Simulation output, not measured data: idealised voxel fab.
This section sets out a process module, namely voxel gate over fins.
220 nm wide, 5 nm square cells: that's cross-section cut.
Heads up, the way a cross-section reads in here is a grid of square cells, handed over as bands from the top down, with every band being one or more rows of cells. First you get the band's top height and its bottom height, in nm, and then the materials it's made of, left to right, with each width in nm. If you see a single material with "everywhere", that one covers the band edge to edge. "empty" is empty space. Height reference: 0 = level under which incoming wafer is all one material. Lowest band: no bottom, runs on downward, e.g. "from 0 down". With a width like "30..40", each row of cells in the band differs from the next by the same amount, the top row carrying the first number and the bottom row the second. "no alterations made" (step): cross-section cells unchanged, all of them. The entry "Closed-off voids" lists the empty spaces that cover at least 8 cells and have no open path to the top. Each is written as width x height at distance, where the distance is measured from the left edge and all three values are in nm. What comes after the settings on a step's line is commentary from the simulator itself on that step. Regarding "overlay nm": on a step with a mask, it is the distance the mask lay to the right of its planned place; a negative value places it to the left.
Planned process steps:
1 RECEIVE with material Si
2 CONFORMAL_DEP with material SiN, thk nm 5
3 DIRECTIONAL_DEP with material aC, thk nm 10
4 PATTERN with tone cover, mask id FINS, material resist, width nm 15, pitch nm 40, thk nm 25, overlay nm -15
5 DIRECTIONAL_ETCH with etch materials aC, depth nm 10
6 STRIP with etch materials resist
7 DIRECTIONAL_ETCH with etch materials SiN, depth nm 5
8 DIRECTIONAL_ETCH with etch materials Si, depth nm 30
9 STRIP with etch materials aC
10 FILL_DEP with material SiO2, thk nm 10
11 CMP with height nm 5
12 SELECTIVE_ETCH with etch materials SiO2, depth nm 20
13 STRIP with etch materials SiN
14 CONFORMAL_DEP with material HfO2, thk nm 5
15 CONFORMAL_DEP with material TiN, thk nm 5
16 FILL_DEP with material W, thk nm 15
17 CMP with height nm 20
18 CONFORMAL_DEP with material SiN, thk nm 5
What sets these wafers apart? The overlay nm at step 4. They all start alike, and the plan carries the first wafer's value.
Cross-sectional view of the first of several wafers in the as-received condition, corresponding to the state following step 1:
from 0 down = Si everywhere
Closed-off voids: none
At the end of the module, after its last step, step 18, the first of several wafers appears in cross-section as follows:
from 25 to 20 = SiN everywhere
from 20 to 10 = W everywhere
from 10 to 5 = 55 of W / 35 of TiN / 5 of W / 35 of TiN / 90 of W
from 5 to 0 = 55 of W / 5 of TiN / 25 of HfO2 / 5 of TiN / 5 of W / 5 of TiN / 25 of HfO2 / 5 of TiN / 90 of W
from 0 to -5 = 55 of W / 5 of TiN / 5 of HfO2 / 15 of Si / 5 of HfO2 / 5 of TiN / 5 of W / 5 of TiN / 5 of HfO2 / 15 of Si / 5 of HfO2 / 5 of TiN / 90 of W
from -5 to -10 = 60 of TiN / 5 of HfO2 / 15 of Si / 5 of HfO2 / 15 of TiN / 5 of HfO2 / 15 of Si / 5 of HfO2 / 95 of TiN
from -10 to -15 = 65 of HfO2 / 15 of Si / 25 of HfO2 / 15 of Si / 100 of HfO2
from -15 to -30 = 65 of SiO2 / 15 of Si / 25 of SiO2 / 15 of Si / 100 of SiO2
from -30 down = Si everywhere
Closed-off voids: none
X-section, last wafer, module end:
from 25 to 20 = SiN everywhere
from 20 to 10 = W everywhere
from 10 to 5 = 85 of W / 35 of TiN / 5 of W / 35 of TiN / 60 of W
from 5 to 0 = 85 of W / 5 of TiN / 25 of HfO2 / 5 of TiN / 5 of W / 5 of TiN / 25 of HfO2 / 5 of TiN / 60 of W
from 0 to -5 = 85 of W / 5 of TiN / 5 of HfO2 / 15 of Si / 5 of HfO2 / 5 of TiN / 5 of W / 5 of TiN / 5 of HfO2 / 15 of Si / 5 of HfO2 / 5 of TiN / 60 of W
from -5 to -10 = 90 of TiN / 5 of HfO2 / 15 of Si / 5 of HfO2 / 15 of TiN / 5 of HfO2 / 15 of Si / 5 of HfO2 / 65 of TiN
from -10 to -15 = 95 of HfO2 / 15 of Si / 25 of HfO2 / 15 of Si / 70 of HfO2
from -15 to -30 = 95 of SiO2 / 15 of Si / 25 of SiO2 / 15 of Si / 70 of SiO2
from -30 down = Si everywhere
Closed-off voids: none
Each wafer at the end: cells of each material gained (+) or lost (-) since it was received, then its closed voids:
overlay nm -15, +56 HfO2, -228 Si, +44 SiN, +114 SiO2, +56 TiN, +178 W, Closed-off voids: none
overlay nm -10, +56 HfO2, -228 Si, +44 SiN, +114 SiO2, +56 TiN, +178 W, Closed-off voids: none
overlay nm -5, +56 HfO2, -228 Si, +44 SiN, +114 SiO2, +56 TiN, +178 W, Closed-off voids: none
overlay nm 0, +56 HfO2, -228 Si, +44 SiN, +114 SiO2, +56 TiN, +178 W, Closed-off voids: none
overlay nm 5, +56 HfO2, -228 Si, +44 SiN, +114 SiO2, +56 TiN, +178 W, Closed-off voids: none
overlay nm 10, +56 HfO2, -228 Si, +44 SiN, +114 SiO2, +56 TiN, +178 W, Closed-off voids: none
overlay nm 15, +56 HfO2, -228 Si, +44 SiN, +114 SiO2, +56 TiN, +178 W, Closed-off voids: none
